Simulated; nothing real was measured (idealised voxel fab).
Process module name: voxel quadruple lines
Square cell edge 5 nm, section width 225 nm, ID cut.
This document writes a cross-section as a grid whose cells are square, and gives it as bands, listed from the top down; one or more rows of cells form a band. What a band's entry tells you: where the top is and where the bottom is, as heights in nm, and after that what lies inside, material by material from left to right, each with its width in nm. Empty space is written as the word "air", and a single material marked with the word "throughout" occupies the band from edge to edge. Where do heights start? At 0: under that level the wafer as delivered is made of one material only. And the lowest band has no floor; it just carries on downward, as in "from 0 down". A width such as "30->40" changes by the same amount from each row of cells to the next, from the band's top row to its bottom row. Step marked "nothing got changed"? Then no cell in the cross-section changed in it. Under "Enclosed void catalog" you'll find the enclosed gaps, the ones with no way out to the top, that are 8 cells or bigger; each reads width x height at distance, with distance counted from the left edge, everything in nm. Heads up: the bit after the settings on a step's line is the simulator's remark on that step. overlay nm: for a step with a mask, the amount by which the mask lay right of where it was planned; a negative amount means left of it.
Plan
1) RECEIVE | material Si
2) CONFORMAL_DEP | material Al2O3 | thk nm 5
3) DIRECTIONAL_DEP | material TiN | thk nm 15
4) DIRECTIONAL_DEP | material polySi | thk nm 20
5) DIRECTIONAL_DEP | material aC | thk nm 25
6) PATTERN | tone cover | mask id MANDREL | material resist | width nm 25 | pitch nm 80 | thk nm 35 | overlay nm -15
7) DIRECTIONAL_ETCH | etch materials aC | depth nm 25
8) STRIP | etch materials resist
9) CONFORMAL_DEP | material SiO2 | thk nm 15
10) DIRECTIONAL_ETCH | etch materials SiO2 | depth nm 15
11) STRIP | etch materials aC
12) DIRECTIONAL_ETCH | etch materials polySi | depth nm 20
13) STRIP | etch materials SiO2
14) CONFORMAL_DEP | material SiCN | thk nm 5
15) DIRECTIONAL_ETCH | etch materials SiCN | depth nm 5
16) STRIP | etch materials polySi
17) DIRECTIONAL_ETCH | etch materials TiN | depth nm 15
18) STRIP | etch materials SiCN
19) FILL_DEP | material SiO2 | thk nm 10
20) CMP | height nm 20
Across this set of wafers, the varied parameter is the overlay nm of step 6. Starting conditions are identical for every wafer, and the plan reports the value assigned to the first wafer.
Cut through the first of several wafers as received, post step 1
* from 0 down: Si throughout
* Enclosed void catalog: none
Row per wafer, end-of-module: cell gain (+)/loss (-) by material since the wafer came in, then closed voids
overlay nm -15; +45 Al2O3; +111 SiO2; +24 TiN; Enclosed void catalog: none
overlay nm -10; +45 Al2O3; +111 SiO2; +24 TiN; Enclosed void catalog: none
overlay nm -5; +45 Al2O3; +111 SiO2; +24 TiN; Enclosed void catalog: none
overlay nm 0; +45 Al2O3; +111 SiO2; +24 TiN; Enclosed void catalog: none
overlay nm 5; +45 Al2O3; +111 SiO2; +24 TiN; Enclosed void catalog: none
overlay nm 10; +45 Al2O3; +111 SiO2; +24 TiN; Enclosed void catalog: none
overlay nm 15; +45 Al2O3; +111 SiO2; +24 TiN; Enclosed void catalog: none
